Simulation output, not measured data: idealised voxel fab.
process module | voxel gate over fins
cross-section cut | 215 nm wide | cells 5 nm
A cross-section is a grid of square cells, given in bands from the top down. A band is one or more rows of cells.
Each band's line starts with the height of the band's top and of its bottom, in nm. Then come its materials from left to right, each with its width in nm. One material with "throughout" fills the band from edge to edge. "air" is empty space.
Height 0 is the level under which the wafer as received is all one material. The lowest band goes on downwards, as in "0 down".
A width such as "30 to 40" changes by the same amount from each row of cells to the next, from the band's top row to its bottom row.
"no change" after a step means that no cell of the cross-section changed.
closed voids: empty space of 8 cells or more with no open way to the top, each as width x height at its distance from the left edge, in nm
after a step's settings: what the simulator itself notes on the step
overlay nm, on a step with a mask: how far to the right of its planned place the mask lay; to the left if negative
Each pair below shows a cross-section before one step and the cross-section after it, down to the lowest band that changed. The line under each pair gives the step between them, with its settings. The pairs can come from different runs of this module on the same starting wafer, so a pair continues from the pair above only where its "before" says so.
before
  0 down: Si throughout
  closed voids: none
after
  5 to 0: SiN throughout
  below 0: unchanged
  closed voids: none
the step between: op CONFORMAL_DEP | material SiN | thk nm 5
before: the cross-section after the pair above
after
  5 to 0: air 70 | SiN 15 | air 45 | SiN 15 | air 70
  below 0: unchanged
  closed voids: none
the step between: op MASKED_ETCH | tone cover | mask id FINS | width nm 15 | pitch nm 60 | etch materials SiN | depth nm 5 | overlay nm 0
before: the cross-section after the pair above
after
  5 to 0: air 70 | SiN 15 | air 45 | SiN 15 | air 70
  0 to -30: air 70 | Si 15 | air 45 | Si 15 | air 70
  below -30: unchanged
  closed voids: none
the step between: op MASKED_ETCH | tone cover | mask id FINS | width nm 15 | pitch nm 60 | etch materials Si | depth nm 30 | overlay nm 0
before: the cross-section after the pair above
after
  10 to 5: SiO2 throughout
  5 to 0: SiO2 70 | SiN 15 | SiO2 45 | SiN 15 | SiO2 70
  0 to -30: SiO2 70 | Si 15 | SiO2 45 | Si 15 | SiO2 70
  below -30: unchanged
  closed voids: none
the step between: op FILL_DEP | material SiO2 | thk nm 5
before: the cross-section after the pair above
after
  5 to 0: SiO2 70 | SiN 15 | SiO2 45 | SiN 15 | SiO2 70
  below 0: unchanged
  closed voids: none
the step between: op CMP | height nm 5
before: the cross-section after the pair above
after
  5 to 0: SiO2 70 | SiN 15 | SiO2 15 | air 15 | SiO2 15 | SiN 15 | SiO2 70
  0 to -25: SiO2 70 | Si 15 | SiO2 15 | air 15 | SiO2 15 | Si 15 | SiO2 70
  below -25: unchanged
  closed voids: none
the step between: op MASKED_ETCH | tone open | mask id RAIL | width nm 15 | etch materials SiO2 | depth nm 30 | overlay nm 0
before: the cross-section after the pair above
after
  10 to 5: TiN 105 | air 5 | TiN 105
  5 to 0: SiO2 70 | SiN 15 | SiO2 15 | TiN 5 | air 5 | TiN 5 | SiO2 15 | SiN 15 | SiO2 70
  0 to -20: SiO2 70 | Si 15 | SiO2 15 | TiN 5 | air 5 | TiN 5 | SiO2 15 | Si 15 | SiO2 70
  -20 to -25: SiO2 70 | Si 15 | SiO2 15 | TiN 15 | SiO2 15 | Si 15 | SiO2 70
  below -25: unchanged
  closed voids: none
the step between: op CONFORMAL_DEP | material TiN | thk nm 5
before: the cross-section after the pair above
after
  15 to 10: W throughout
  10 to 5: TiN 105 | W 5 | TiN 105
  5 to 0: SiO2 70 | SiN 15 | SiO2 15 | TiN 5 | W 5 | TiN 5 | SiO2 15 | SiN 15 | SiO2 70
  0 to -20: SiO2 70 | Si 15 | SiO2 15 | TiN 5 | W 5 | TiN 5 | SiO2 15 | Si 15 | SiO2 70
  below -20: unchanged
  closed voids: none
the step between: op FILL_DEP | material W | thk nm 5
before: the cross-section after the pair above
after
  5 to 0: SiO2 70 | SiN 15 | SiO2 15 | TiN 5 | W 5 | TiN 5 | SiO2 15 | SiN 15 | SiO2 70
  below 0: unchanged
  closed voids: none
the step between: op CMP | height nm 5
before: the cross-section after the pair above
after
  5 to 0: SiO2 70 | SiN 15 | SiO2 15 | air 15 | SiO2 15 | SiN 15 | SiO2 70
  0 to -20: SiO2 70 | Si 15 | SiO2 15 | air 15 | SiO2 15 | Si 15 | SiO2 70
  below -20: unchanged
  closed voids: none
the step between: op SELECTIVE_ETCH | etch materials W Ru TiN | depth nm 25
before: the cross-section after the pair above
after
  10 to 5: SiO2 throughout
  5 to 0: SiO2 70 | SiN 15 | SiO2 45 | SiN 15 | SiO2 70
  0 to -20: SiO2 70 | Si 15 | SiO2 45 | Si 15 | SiO2 70
  below -20: unchanged
  closed voids: none
the step between: op FILL_DEP | material SiO2 | thk nm 5
before: the cross-section after the pair above
after
  5 to 0: SiO2 70 | SiN 15 | SiO2 45 | SiN 15 | SiO2 70
  below 0: unchanged
  closed voids: none
the step between: op CMP | height nm 5
before: the cross-section after the pair above
after
  5 to 0: air 70 | SiN 15 | air 45 | SiN 15 | air 70
  0 to -10: air 70 | Si 15 | air 45 | Si 15 | air 70
  below -10: unchanged
  closed voids: none
the step between: op SELECTIVE_ETCH | etch materials SiO2 | depth nm 15
before: the cross-section after the pair above
after
  0 to -10: air 70 | Si 15 | air 45 | Si 15 | air 70
  below -10: unchanged
  closed voids: none
the step between: op STRIP | etch materials SiN
before: the cross-section after the pair above
after
  5 to 0: air 65 | HfO2 25 | air 35 | HfO2 25 | air 65
  0 to -5: air 65 | HfO2 5 | Si 15 | HfO2 5 | air 35 | HfO2 5 | Si 15 | HfO2 5 | air 65
  -5 to -10: HfO2 70 | Si 15 | HfO2 45 | Si 15 | HfO2 70
  below -10: unchanged
  closed voids: none
the step between: op CONFORMAL_DEP | material HfO2 | thk nm 5
before: the cross-section after the pair above
after
  10 to 5: air 60 | TiN 35 | air 25 | TiN 35 | air 60
  5 to 0: air 60 | TiN 5 | HfO2 25 | TiN 5 | air 25 | TiN 5 | HfO2 25 | TiN 5 | air 60
  0 to -5: TiN 65 | HfO2 5 | Si 15 | HfO2 5 | TiN 35 | HfO2 5 | Si 15 | HfO2 5 | TiN 65
  below -5: unchanged
  closed voids: none
the step between: op CONFORMAL_DEP | material TiN | thk nm 5
before: the cross-section after the pair above
after
  15 to 10: air 55 | TiAl 45 | air 15 | TiAl 45 | air 55
  10 to 5: air 55 | TiAl 5 | TiN 35 | TiAl 5 | air 15 | TiAl 5 | TiN 35 | TiAl 5 | air 55
  5 to 0: TiAl 60 | TiN 5 | HfO2 25 | TiN 5 | TiAl 25 | TiN 5 | HfO2 25 | TiN 5 | TiAl 60
  below 0: unchanged
  closed voids: none
the step between: op CONFORMAL_DEP | material TiAl | thk nm 5
before: the cross-section after the pair above
after
  20 to 15: air 50 | TiN 55 | air 5 | TiN 55 | air 50
  15 to 10: air 50 | TiN 5 | TiAl 45 | TiN 5 | air 5 | TiN 5 | TiAl 45 | TiN 5 | air 50
  10 to 5: TiN 55 | TiAl 5 | TiN 35 | TiAl 5 | TiN 15 | TiAl 5 | TiN 35 | TiAl 5 | TiN 55
  below 5: unchanged
  closed voids: none
the step between: op CONFORMAL_DEP | material TiN | thk nm 5
before: the cross-section after the pair above
after
  30 to 20: W throughout
  20 to 15: W 50 | TiN 55 | W 5 | TiN 55 | W 50
  15 to 10: W 50 | TiN 5 | TiAl 45 | TiN 5 | W 5 | TiN 5 | TiAl 45 | TiN 5 | W 50
  below 10: unchanged
  closed voids: none
the step between: op FILL_DEP | material W | thk nm 10
before: the cross-section after the pair above
after
  25 to 20: W throughout
  below 20: unchanged
  closed voids: none
the step between: op CMP | height nm 25
before: the cross-section after the pair above
after
  30 to 25: SiN throughout
  below 25: unchanged
  closed voids: none
the step between: op CONFORMAL_DEP | material SiN | thk nm 5
before
  5 to 0: air 65 | HfO2 25 | air 35 | HfO2 25 | air 65
  0 to -5: air 65 | HfO2 5 | Si 15 | HfO2 5 | air 35 | HfO2 5 | Si 15 | HfO2 5 | air 65
  -5 to -10: HfO2 70 | Si 15 | HfO2 45 | Si 15 | HfO2 70
  -10 to -20: SiO2 70 | Si 15 | SiO2 45 | Si 15 | SiO2 70
  -20 to -25: SiO2 70 | Si 15 | SiO2 15 | TiN 15 | SiO2 15 | Si 15 | SiO2 70
  -25 to -30: SiO2 70 | Si 15 | SiO2 45 | Si 15 | SiO2 70
  -30 down: Si throughout
  closed voids: none
after
  10 to 5: air 60 | TiAl 35 | air 25 | TiAl 35 | air 60
  5 to 0: air 60 | TiAl 5 | HfO2 25 | TiAl 5 | air 25 | TiAl 5 | HfO2 25 | TiAl 5 | air 60
  0 to -5: TiAl 65 | HfO2 5 | Si 15 | HfO2 5 | TiAl 35 | HfO2 5 | Si 15 | HfO2 5 | TiAl 65
  below -5: unchanged
  closed voids: none
the step between: op CONFORMAL_DEP | material TiAl | thk nm 5
before: the cross-section after the pair above
after
  15 to 10: air 55 | TiN 45 | air 15 | TiN 45 | air 55
  10 to 5: air 55 | TiN 5 | TiAl 35 | TiN 5 | air 15 | TiN 5 | TiAl 35 | TiN 5 | air 55
  5 to 0: TiN 60 | TiAl 5 | HfO2 25 | TiAl 5 | TiN 25 | TiAl 5 | HfO2 25 | TiAl 5 | TiN 60
  below 0: unchanged
  closed voids: none
the step between: op CONFORMAL_DEP | material TiN | thk nm 5
before: the cross-section after the pair above
after
  25 to 15: W throughout
  15 to 10: W 55 | TiN 45 | W 15 | TiN 45 | W 55
  10 to 5: W 55 | TiN 5 | TiAl 35 | TiN 5 | W 15 | TiN 5 | TiAl 35 | TiN 5 | W 55
  below 5: unchanged
  closed voids: none
the step between: op FILL_DEP | material W | thk nm 10
before: the cross-section after the pair above
after
  30 to 25: SiN throughout
  below 25: unchanged
  closed voids: none
the step between: op CONFORMAL_DEP | material SiN | thk nm 5
before
  5 to 0: air 70 | SiN 15 | air 45 | SiN 15 | air 70
  0 to -10: air 70 | Si 15 | air 45 | Si 15 | air 70
  -10 to -20: SiO2 70 | Si 15 | SiO2 45 | Si 15 | SiO2 70
  -20 to -25: SiO2 70 | Si 15 | SiO2 15 | TiN 15 | SiO2 15 | Si 15 | SiO2 70
  -25 to -30: SiO2 70 | Si 15 | SiO2 45 | Si 15 | SiO2 70
  -30 down: Si throughout
  closed voids: none
after
  5 to 0: air 70 | SiN 15 | air 45 | SiN 15 | air 70
  0 to -20: air 70 | Si 15 | air 45 | Si 15 | air 70
  -20 to -25: air 70 | Si 15 | air 15 | TiN 15 | air 15 | Si 15 | air 70
  below -25: unchanged
  closed voids: none
the step between: op SELECTIVE_ETCH | etch materials SiO2 | depth nm 15
before: the cross-section after the pair above
after
  0 to -20: air 70 | Si 15 | air 45 | Si 15 | air 70
  below -20: unchanged
  closed voids: none
the step between: op STRIP | etch materials SiN
before: the cross-section after the pair above
after
  5 to 0: air 65 | HfO2 25 | air 35 | HfO2 25 | air 65
  0 to -15: air 65 | HfO2 5 | Si 15 | HfO2 5 | air 35 | HfO2 5 | Si 15 | HfO2 5 | air 65
  -15 to -20: air 65 | HfO2 5 | Si 15 | HfO2 5 | air 5 | HfO2 25 | air 5 | HfO2 5 | Si 15 | HfO2 5 | air 65
  -20 to -25: HfO2 70 | Si 15 | HfO2 15 | TiN 15 | HfO2 15 | Si 15 | HfO2 70
  below -25: unchanged
  closed voids: none
the step between: op CONFORMAL_DEP | material HfO2 | thk nm 5
before: the cross-section after the pair above
after
  10 to 5: air 60 | TiN 35 | air 25 | TiN 35 | air 60
  5 to 0: air 60 | TiN 5 | HfO2 25 | TiN 5 | air 25 | TiN 5 | HfO2 25 | TiN 5 | air 60
  0 to -10: air 60 | TiN 5 | HfO2 5 | Si 15 | HfO2 5 | TiN 5 | air 25 | TiN 5 | HfO2 5 | Si 15 | HfO2 5 | TiN 5 | air 60
  -10 to -15: air 60 | TiN 5 | HfO2 5 | Si 15 | HfO2 5 | TiN 35 | HfO2 5 | Si 15 | HfO2 5 | TiN 5 | air 60
  -15 to -20: TiN 65 | HfO2 5 | Si 15 | HfO2 5 | TiN 5 | HfO2 25 | TiN 5 | HfO2 5 | Si 15 | HfO2 5 | TiN 65
  below -20: unchanged
  closed voids: none
the step between: op CONFORMAL_DEP | material TiN | thk nm 5
before: the cross-section after the pair above
after
  15 to 10: air 55 | TiAl 45 | air 15 | TiAl 45 | air 55
  10 to 5: air 55 | TiAl 5 | TiN 35 | TiAl 5 | air 15 | TiAl 5 | TiN 35 | TiAl 5 | air 55
  5 to 0: air 55 | TiAl 5 | TiN 5 | HfO2 25 | TiN 5 | TiAl 5 | air 15 | TiAl 5 | TiN 5 | HfO2 25 | TiN 5 | TiAl 5 | air 55
  0 to -5: air 55 | TiAl 5 | TiN 5 | HfO2 5 | Si 15 | HfO2 5 | TiN 5 | TiAl 5 | air 15 | TiAl 5 | TiN 5 | HfO2 5 | Si 15 | HfO2 5 | TiN 5 | TiAl 5 | air 55
  -5 to -10: air 55 | TiAl 5 | TiN 5 | HfO2 5 | Si 15 | HfO2 5 | TiN 5 | TiAl 25 | TiN 5 | HfO2 5 | Si 15 | HfO2 5 | TiN 5 | TiAl 5 | air 55
  -10 to -15: TiAl 60 | TiN 5 | HfO2 5 | Si 15 | HfO2 5 | TiN 35 | HfO2 5 | Si 15 | HfO2 5 | TiN 5 | TiAl 60
  below -15: unchanged
  closed voids: none
the step between: op CONFORMAL_DEP | material TiAl | thk nm 5
before: the cross-section after the pair above
after
  20 to 15: air 50 | TiN 55 | air 5 | TiN 55 | air 50
  15 to 10: air 50 | TiN 5 | TiAl 45 | TiN 5 | air 5 | TiN 5 | TiAl 45 | TiN 5 | air 50
  10 to 5: air 50 | TiN 5 | TiAl 5 | TiN 35 | TiAl 5 | TiN 5 | air 5 | TiN 5 | TiAl 5 | TiN 35 | TiAl 5 | TiN 5 | air 50
  5 to 0: air 50 | TiN 5 | TiAl 5 | TiN 5 | HfO2 25 | TiN 5 | TiAl 5 | TiN 5 | air 5 | TiN 5 | TiAl 5 | TiN 5 | HfO2 25 | TiN 5 | TiAl 5 | TiN 5 | air 50
  0 to -5: air 50 | TiN 5 | TiAl 5 | TiN 5 | HfO2 5 | Si 15 | HfO2 5 | TiN 5 | TiAl 5 | TiN 15 | TiAl 5 | TiN 5 | HfO2 5 | Si 15 | HfO2 5 | TiN 5 | TiAl 5 | TiN 5 | air 50
  -5 to -10: TiN 55 | TiAl 5 | TiN 5 | HfO2 5 | Si 15 | HfO2 5 | TiN 5 | TiAl 25 | TiN 5 | HfO2 5 | Si 15 | HfO2 5 | TiN 5 | TiAl 5 | TiN 55
  below -10: unchanged
  closed voids: none
the step between: op CONFORMAL_DEP | material TiN | thk nm 5
before: the cross-section after the pair above
after
  30 to 20: W throughout
  20 to 15: W 50 | TiN 55 | W 5 | TiN 55 | W 50
  15 to 10: W 50 | TiN 5 | TiAl 45 | TiN 5 | W 5 | TiN 5 | TiAl 45 | TiN 5 | W 50
  10 to 5: W 50 | TiN 5 | TiAl 5 | TiN 35 | TiAl 5 | TiN 5 | W 5 | TiN 5 | TiAl 5 | TiN 35 | TiAl 5 | TiN 5 | W 50
  5 to 0: W 50 | TiN 5 | TiAl 5 | TiN 5 | HfO2 25 | TiN 5 | TiAl 5 | TiN 5 | W 5 | TiN 5 | TiAl 5 | TiN 5 | HfO2 25 | TiN 5 | TiAl 5 | TiN 5 | W 50
  0 to -5: W 50 | TiN 5 | TiAl 5 | TiN 5 | HfO2 5 | Si 15 | HfO2 5 | TiN 5 | TiAl 5 | TiN 15 | TiAl 5 | TiN 5 | HfO2 5 | Si 15 | HfO2 5 | TiN 5 | TiAl 5 | TiN 5 | W 50
  below -5: unchanged
  closed voids: none
the step between: op FILL_DEP | material W | thk nm 10
before: the cross-section after the pair above
after
  25 to 20: W throughout
  below 20: unchanged
  closed voids: none
the step between: op CMP | height nm 25
before: the cross-section after the pair above
after
  30 to 25: SiN throughout
  below 25: unchanged
  closed voids: none
the step between: op CONFORMAL_DEP | material SiN | thk nm 5
before
  10 to 5: air 60 | TiN 35 | air 25 | TiN 35 | air 60
  5 to 0: air 60 | TiN 5 | HfO2 25 | TiN 5 | air 25 | TiN 5 | HfO2 25 | TiN 5 | air 60
  0 to -5: TiN 65 | HfO2 5 | Si 15 | HfO2 5 | TiN 35 | HfO2 5 | Si 15 | HfO2 5 | TiN 65
  -5 to -10: HfO2 70 | Si 15 | HfO2 45 | Si 15 | HfO2 70
  -10 to -20: SiO2 70 | Si 15 | SiO2 45 | Si 15 | SiO2 70
  -20 to -25: SiO2 70 | Si 15 | SiO2 15 | TiN 15 | SiO2 15 | Si 15 | SiO2 70
  -25 to -30: SiO2 70 | Si 15 | SiO2 45 | Si 15 | SiO2 70
  -30 down: Si throughout
  closed voids: none
after
  15 to 5: air 55 | TiN 45 | air 15 | TiN 45 | air 55
  5 to 0: TiN 65 | HfO2 25 | TiN 35 | HfO2 25 | TiN 65
  below 0: unchanged
  closed voids: none
the step between: op CONFORMAL_DEP | material TiN | thk nm 5
before: the cross-section after the pair above
after
  20 to 15: air 50 | TiAl 55 | air 5 | TiAl 55 | air 50
  15 to 10: air 50 | TiAl 5 | TiN 45 | TiAl 5 | air 5 | TiAl 5 | TiN 45 | TiAl 5 | air 50
  10 to 5: TiAl 55 | TiN 45 | TiAl 15 | TiN 45 | TiAl 55
  below 5: unchanged
  closed voids: none
the step between: op CONFORMAL_DEP | material TiAl | thk nm 5
before: the cross-section after the pair above
after
  30 to 20: W throughout
  20 to 15: W 50 | TiAl 55 | W 5 | TiAl 55 | W 50
  15 to 10: W 50 | TiAl 5 | TiN 45 | TiAl 5 | W 5 | TiAl 5 | TiN 45 | TiAl 5 | W 50
  below 10: unchanged
  closed voids: none
the step between: op FILL_DEP | material W | thk nm 10
before: the cross-section after the pair above
after
  25 to 20: W throughout
  below 20: unchanged
  closed voids: none
the step between: op CMP | height nm 25
before: the cross-section after the pair above
after
  30 to 25: SiN throughout
  below 25: unchanged
  closed voids: none
the step between: op CONFORMAL_DEP | material SiN | thk nm 5
before
  5 to 0: air 65 | HfO2 25 | air 35 | HfO2 25 | air 65
  0 to -5: air 65 | HfO2 5 | Si 15 | HfO2 5 | air 35 | HfO2 5 | Si 15 | HfO2 5 | air 65
  -5 to -10: HfO2 70 | Si 15 | HfO2 45 | Si 15 | HfO2 70
  -10 to -20: SiO2 70 | Si 15 | SiO2 45 | Si 15 | SiO2 70
  -20 to -25: SiO2 70 | Si 15 | SiO2 15 | TiN 15 | SiO2 15 | Si 15 | SiO2 70
  -25 to -30: SiO2 70 | Si 15 | SiO2 45 | Si 15 | SiO2 70
  -30 down: Si throughout
  closed voids: none
after
  20 to 10: air 50 | TiN 55 | air 5 | TiN 55 | air 50
  10 to 5: TiN throughout
  5 to 0: TiN 65 | HfO2 25 | TiN 35 | HfO2 25 | TiN 65
  0 to -5: TiN 65 | HfO2 5 | Si 15 | HfO2 5 | TiN 35 | HfO2 5 | Si 15 | HfO2 5 | TiN 65
  below -5: unchanged
  closed voids: none
the step between: op CONFORMAL_DEP | material TiN | thk nm 15
before: the cross-section after the pair above
after
  25 to 20: air 45 | TiAl 125 | air 45
  20 to 15: air 45 | TiAl 5 | TiN 55 | TiAl 5 | TiN 55 | TiAl 5 | air 45
  15 to 10: TiAl 50 | TiN 55 | TiAl 5 | TiN 55 | TiAl 50
  below 10: unchanged
  closed voids: none
the step between: op CONFORMAL_DEP | material TiAl | thk nm 5
before: the cross-section after the pair above
after
  30 to 25: air 40 | TiN 135 | air 40
  25 to 20: air 40 | TiN 5 | TiAl 125 | TiN 5 | air 40
  20 to 15: TiN 45 | TiAl 5 | TiN 55 | TiAl 5 | TiN 55 | TiAl 5 | TiN 45
  below 15: unchanged
  closed voids: none
the step between: op CONFORMAL_DEP | material TiN | thk nm 5
before: the cross-section after the pair above
after
  40 to 30: W throughout
  30 to 25: W 40 | TiN 135 | W 40
  25 to 20: W 40 | TiN 5 | TiAl 125 | TiN 5 | W 40
  below 20: unchanged
  closed voids: none
the step between: op FILL_DEP | material W | thk nm 10
before: the cross-section after the pair above
after
  25 to 20: W 40 | TiN 5 | TiAl 125 | TiN 5 | W 40
  below 20: unchanged
  closed voids: none
the step between: op CMP | height nm 25
before: the cross-section after the pair above
after
  30 to 25: SiN throughout
  below 25: unchanged
  closed voids: none
the step between: op CONFORMAL_DEP | material SiN | thk nm 5
before
  5 to 0: SiO2 70 | SiN 15 | SiO2 45 | SiN 15 | SiO2 70
  0 to -30: SiO2 70 | Si 15 | SiO2 45 | Si 15 | SiO2 70
  -30 down: Si throughout
  closed voids: none
after
  5 to 0: SiO2 70 | SiN 15 | SiO2 10 | air 25 | SiO2 10 | SiN 15 | SiO2 70
  0 to -25: SiO2 70 | Si 15 | SiO2 10 | air 25 | SiO2 10 | Si 15 | SiO2 70
  below -25: unchanged
  closed voids: none
the step between: op MASKED_ETCH | tone open | mask id RAIL | width nm 25 | etch materials SiO2 | depth nm 30 | overlay nm 0
before: the cross-section after the pair above
after
  10 to 5: TiN 100 | air 15 | TiN 100
  5 to 0: SiO2 70 | SiN 15 | SiO2 10 | TiN 5 | air 15 | TiN 5 | SiO2 10 | SiN 15 | SiO2 70
  0 to -20: SiO2 70 | Si 15 | SiO2 10 | TiN 5 | air 15 | TiN 5 | SiO2 10 | Si 15 | SiO2 70
  -20 to -25: SiO2 70 | Si 15 | SiO2 10 | TiN 25 | SiO2 10 | Si 15 | SiO2 70
  below -25: unchanged
  closed voids: none
the step between: op CONFORMAL_DEP | material TiN | thk nm 5
before: the cross-section after the pair above
after
  15 to 10: W throughout
  10 to 5: TiN 100 | W 15 | TiN 100
  5 to 0: SiO2 70 | SiN 15 | SiO2 10 | TiN 5 | W 15 | TiN 5 | SiO2 10 | SiN 15 | SiO2 70
  0 to -20: SiO2 70 | Si 15 | SiO2 10 | TiN 5 | W 15 | TiN 5 | SiO2 10 | Si 15 | SiO2 70
  below -20: unchanged
  closed voids: none
the step between: op FILL_DEP | material W | thk nm 5
before: the cross-section after the pair above
after
  5 to 0: SiO2 70 | SiN 15 | SiO2 10 | TiN 5 | W 15 | TiN 5 | SiO2 10 | SiN 15 | SiO2 70
  below 0: unchanged
  closed voids: none
the step between: op CMP | height nm 5
before: the cross-section after the pair above
after
  5 to 0: SiO2 70 | SiN 15 | SiO2 10 | air 25 | SiO2 10 | SiN 15 | SiO2 70
  0 to -20: SiO2 70 | Si 15 | SiO2 10 | air 25 | SiO2 10 | Si 15 | SiO2 70
  below -20: unchanged
  closed voids: none
the step between: op SELECTIVE_ETCH | etch materials W Ru TiN | depth nm 25
before: the cross-section after the pair above
after
  10 to 5: SiO2 throughout
  5 to 0: SiO2 70 | SiN 15 | SiO2 45 | SiN 15 | SiO2 70
  0 to -20: SiO2 70 | Si 15 | SiO2 45 | Si 15 | SiO2 70
  below -20: unchanged
  closed voids: none
the step between: op FILL_DEP | material SiO2 | thk nm 5
before: the cross-section after the pair above
after
  5 to 0: SiO2 70 | SiN 15 | SiO2 45 | SiN 15 | SiO2 70
  below 0: unchanged
  closed voids: none
the step between: op CMP | height nm 5
before: the cross-section after the pair above
after
  5 to 0: air 70 | SiN 15 | air 45 | SiN 15 | air 70
  0 to -10: air 70 | Si 15 | air 45 | Si 15 | air 70
  below -10: unchanged
  closed voids: none
the step between: op SELECTIVE_ETCH | etch materials SiO2 | depth nm 15
before: the cross-section after the pair above
after
  0 to -10: air 70 | Si 15 | air 45 | Si 15 | air 70
  below -10: unchanged
  closed voids: none
the step between: op STRIP | etch materials SiN
before: the cross-section after the pair above
after
  5 to 0: air 65 | HfO2 25 | air 35 | HfO2 25 | air 65
  0 to -5: air 65 | HfO2 5 | Si 15 | HfO2 5 | air 35 | HfO2 5 | Si 15 | HfO2 5 | air 65
  -5 to -10: HfO2 70 | Si 15 | HfO2 45 | Si 15 | HfO2 70
  below -10: unchanged
  closed voids: none
the step between: op CONFORMAL_DEP | material HfO2 | thk nm 5
before: the cross-section after the pair above
after
  10 to 5: air 60 | TiN 35 | air 25 | TiN 35 | air 60
  5 to 0: air 60 | TiN 5 | HfO2 25 | TiN 5 | air 25 | TiN 5 | HfO2 25 | TiN 5 | air 60
  0 to -5: TiN 65 | HfO2 5 | Si 15 | HfO2 5 | TiN 35 | HfO2 5 | Si 15 | HfO2 5 | TiN 65
  below -5: unchanged
  closed voids: none
the step between: op CONFORMAL_DEP | material TiN | thk nm 5
before: the cross-section after the pair above
after
  15 to 10: air 55 | TiAl 45 | air 15 | TiAl 45 | air 55
  10 to 5: air 55 | TiAl 5 | TiN 35 | TiAl 5 | air 15 | TiAl 5 | TiN 35 | TiAl 5 | air 55
  5 to 0: TiAl 60 | TiN 5 | HfO2 25 | TiN 5 | TiAl 25 | TiN 5 | HfO2 25 | TiN 5 | TiAl 60
  below 0: unchanged
  closed voids: none
the step between: op CONFORMAL_DEP | material TiAl | thk nm 5
before: the cross-section after the pair above
after
  20 to 15: air 50 | TiN 55 | air 5 | TiN 55 | air 50
  15 to 10: air 50 | TiN 5 | TiAl 45 | TiN 5 | air 5 | TiN 5 | TiAl 45 | TiN 5 | air 50
  10 to 5: TiN 55 | TiAl 5 | TiN 35 | TiAl 5 | TiN 15 | TiAl 5 | TiN 35 | TiAl 5 | TiN 55
  below 5: unchanged
  closed voids: none
the step between: op CONFORMAL_DEP | material TiN | thk nm 5
before: the cross-section after the pair above
after
  30 to 20: W throughout
  20 to 15: W 50 | TiN 55 | W 5 | TiN 55 | W 50
  15 to 10: W 50 | TiN 5 | TiAl 45 | TiN 5 | W 5 | TiN 5 | TiAl 45 | TiN 5 | W 50
  below 10: unchanged
  closed voids: none
the step between: op FILL_DEP | material W | thk nm 10
before: the cross-section after the pair above
after
  25 to 20: W throughout
  below 20: unchanged
  closed voids: none
the step between: op CMP | height nm 25
before: the cross-section after the pair above
after
  30 to 25: SiN throughout
  below 25: unchanged
  closed voids: none
the step between: op CONFORMAL_DEP | material SiN | thk nm 5
before
  5 to 0: SiO2 70 | SiN 15 | SiO2 45 | SiN 15 | SiO2 70
  0 to -30: SiO2 70 | Si 15 | SiO2 45 | Si 15 | SiO2 70
  -30 down: Si throughout
  closed voids: none
after
  5 to 0: SiO2 70 | SiN 15 | SiO2 25 | air 15 | SiO2 5 | SiN 15 | SiO2 70
  0 to -25: SiO2 70 | Si 15 | SiO2 25 | air 15 | SiO2 5 | Si 15 | SiO2 70
  below -25: unchanged
  closed voids: none
the step between: op MASKED_ETCH | tone open | mask id RAIL | width nm 15 | etch materials SiO2 | depth nm 30 | overlay nm 10
before: the cross-section after the pair above
after
  10 to 5: TiN 115 | air 5 | TiN 95
  5 to 0: SiO2 70 | SiN 15 | SiO2 25 | TiN 5 | air 5 | TiN 5 | SiO2 5 | SiN 15 | SiO2 70
  0 to -20: SiO2 70 | Si 15 | SiO2 25 | TiN 5 | air 5 | TiN 5 | SiO2 5 | Si 15 | SiO2 70
  -20 to -25: SiO2 70 | Si 15 | SiO2 25 | TiN 15 | SiO2 5 | Si 15 | SiO2 70
  below -25: unchanged
  closed voids: none
the step between: op CONFORMAL_DEP | material TiN | thk nm 5
before: the cross-section after the pair above
after
  15 to 10: W throughout
  10 to 5: TiN 115 | W 5 | TiN 95
  5 to 0: SiO2 70 | SiN 15 | SiO2 25 | TiN 5 | W 5 | TiN 5 | SiO2 5 | SiN 15 | SiO2 70
  0 to -20: SiO2 70 | Si 15 | SiO2 25 | TiN 5 | W 5 | TiN 5 | SiO2 5 | Si 15 | SiO2 70
  below -20: unchanged
  closed voids: none
the step between: op FILL_DEP | material W | thk nm 5
before: the cross-section after the pair above
after
  5 to 0: SiO2 70 | SiN 15 | SiO2 25 | TiN 5 | W 5 | TiN 5 | SiO2 5 | SiN 15 | SiO2 70
  below 0: unchanged
  closed voids: none
the step between: op CMP | height nm 5
before: the cross-section after the pair above
after
  5 to 0: SiO2 70 | SiN 15 | SiO2 25 | air 15 | SiO2 5 | SiN 15 | SiO2 70
  0 to -20: SiO2 70 | Si 15 | SiO2 25 | air 15 | SiO2 5 | Si 15 | SiO2 70
  below -20: unchanged
  closed voids: none
the step between: op SELECTIVE_ETCH | etch materials W Ru TiN | depth nm 25
before: the cross-section after the pair above
after
  10 to 5: SiO2 throughout
  5 to 0: SiO2 70 | SiN 15 | SiO2 45 | SiN 15 | SiO2 70
  0 to -20: SiO2 70 | Si 15 | SiO2 45 | Si 15 | SiO2 70
  below -20: unchanged
  closed voids: none
the step between: op FILL_DEP | material SiO2 | thk nm 5
before: the cross-section after the pair above
after
  5 to 0: SiO2 70 | SiN 15 | SiO2 45 | SiN 15 | SiO2 70
  below 0: unchanged
  closed voids: none
the step between: op CMP | height nm 5
before: the cross-section after the pair above
after
  5 to 0: air 70 | SiN 15 | air 45 | SiN 15 | air 70
  0 to -10: air 70 | Si 15 | air 45 | Si 15 | air 70
  below -10: unchanged
  closed voids: none
the step between: op SELECTIVE_ETCH | etch materials SiO2 | depth nm 15
before: the cross-section after the pair above
after
  0 to -10: air 70 | Si 15 | air 45 | Si 15 | air 70
  below -10: unchanged
  closed voids: none
the step between: op STRIP | etch materials SiN
before: the cross-section after the pair above
after
  5 to 0: air 65 | HfO2 25 | air 35 | HfO2 25 | air 65
  0 to -5: air 65 | HfO2 5 | Si 15 | HfO2 5 | air 35 | HfO2 5 | Si 15 | HfO2 5 | air 65
  -5 to -10: HfO2 70 | Si 15 | HfO2 45 | Si 15 | HfO2 70
  below -10: unchanged
  closed voids: none
the step between: op CONFORMAL_DEP | material HfO2 | thk nm 5
before: the cross-section after the pair above
after
  10 to 5: air 60 | TiN 35 | air 25 | TiN 35 | air 60
  5 to 0: air 60 | TiN 5 | HfO2 25 | TiN 5 | air 25 | TiN 5 | HfO2 25 | TiN 5 | air 60
  0 to -5: TiN 65 | HfO2 5 | Si 15 | HfO2 5 | TiN 35 | HfO2 5 | Si 15 | HfO2 5 | TiN 65
  below -5: unchanged
  closed voids: none
the step between: op CONFORMAL_DEP | material TiN | thk nm 5
before: the cross-section after the pair above
after
  15 to 10: air 55 | TiAl 45 | air 15 | TiAl 45 | air 55
  10 to 5: air 55 | TiAl 5 | TiN 35 | TiAl 5 | air 15 | TiAl 5 | TiN 35 | TiAl 5 | air 55
  5 to 0: TiAl 60 | TiN 5 | HfO2 25 | TiN 5 | TiAl 25 | TiN 5 | HfO2 25 | TiN 5 | TiAl 60
  below 0: unchanged
  closed voids: none
the step between: op CONFORMAL_DEP | material TiAl | thk nm 5
